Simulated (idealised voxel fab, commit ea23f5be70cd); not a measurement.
Presented below is a process module, voxel tone inversion.
cross-section cut | 280 nm wide | cells 5 nm
In this document a cross-section is written as a grid of square cells. It is given as a series of bands, listed from the top down, and a band is one or more rows of cells.
It is stipulated that each band's entry specify, in nanometres, the height of the top of the band and then that of its bottom, followed by the materials of the band in left-to-right sequence, each together with its width in nanometres. A single material marked by the word "full width" is understood to fill the band from edge to edge; the word "blank" is understood to denote empty space.
Ref level 0: as-received wafer is one material below here. Bottom band extends down with no lower bound ("from 0 down").
With a width like "30 to 40", each row of cells in the band differs from the next by the same amount, the top row carrying the first number and the bottom row the second.
When a step is marked "nothing altered", none of the cells in the cross-section changed during that step.
So "Closed void register" is basically the list of trapped voids: any empty space of 8 cells or more that can't reach the top through an opening. They're written width x height at distance, the distance being from the left edge, and it's all nm.
Formally, on a step line, whatever follows the settings is a remark that the simulator itself makes on the step.
"overlay nm" on a masked step: distance the mask lay right of its planned place, negative for left.

The following list gives the planned process steps:
1: RECEIVE [material Si]
2: CONFORMAL_DEP [material SiCN] [thk nm 10]
3: DIRECTIONAL_DEP [material aC] [thk nm 15]
4: PATTERN [tone cover] [mask id POSTS] [material resist] [width nm 20] [pitch nm 40] [thk nm 25] [overlay nm 0]
5: DIRECTIONAL_ETCH [etch materials aC] [depth nm 15]
6: STRIP [etch materials resist]
7: FILL_DEP [material SiO2] [thk nm 5]
8: CMP [height nm 25]
9: STRIP [etch materials aC]
10: CONFORMAL_DEP [material TiN] [thk nm 5]
11: FILL_DEP [material Ru] [thk nm 10]
12: CMP [height nm 25]
13: CONFORMAL_DEP [material SiN] [thk nm 5]

Incoming wafer in cross-section (state: after step 1):
* from 0 down | Si full width
* Closed void register: none

Final wafer profile in cross-section after the module, from the same start and plan as above, with one mistake made during processing:
* from 40 to 25 | SiN full width
* from 25 to 15 | SiO2 (70) | TiN (5) | Ru (10) | TiN (5) | SiO2 (20) | TiN (5) | Ru (10) | TiN (5) | SiO2 (20) | TiN (5) | Ru (10) | TiN (5) | SiO2 (20) | TiN (5) | Ru (10) | TiN (5) | SiO2 (70)
* from 15 to 10 | SiO2 (70) | TiN (20) | SiO2 (20) | TiN (20) | SiO2 (20) | TiN (20) | SiO2 (20) | TiN (20) | SiO2 (70)
* from 10 to 0 | SiCN full width
* from 0 down | Si full width
* Closed void register: none
What was done differently from what was planned? so step 13 ended up running with a different setting than we planned, it ran as CONFORMAL_DEP [material SiN] [thk nm 15]
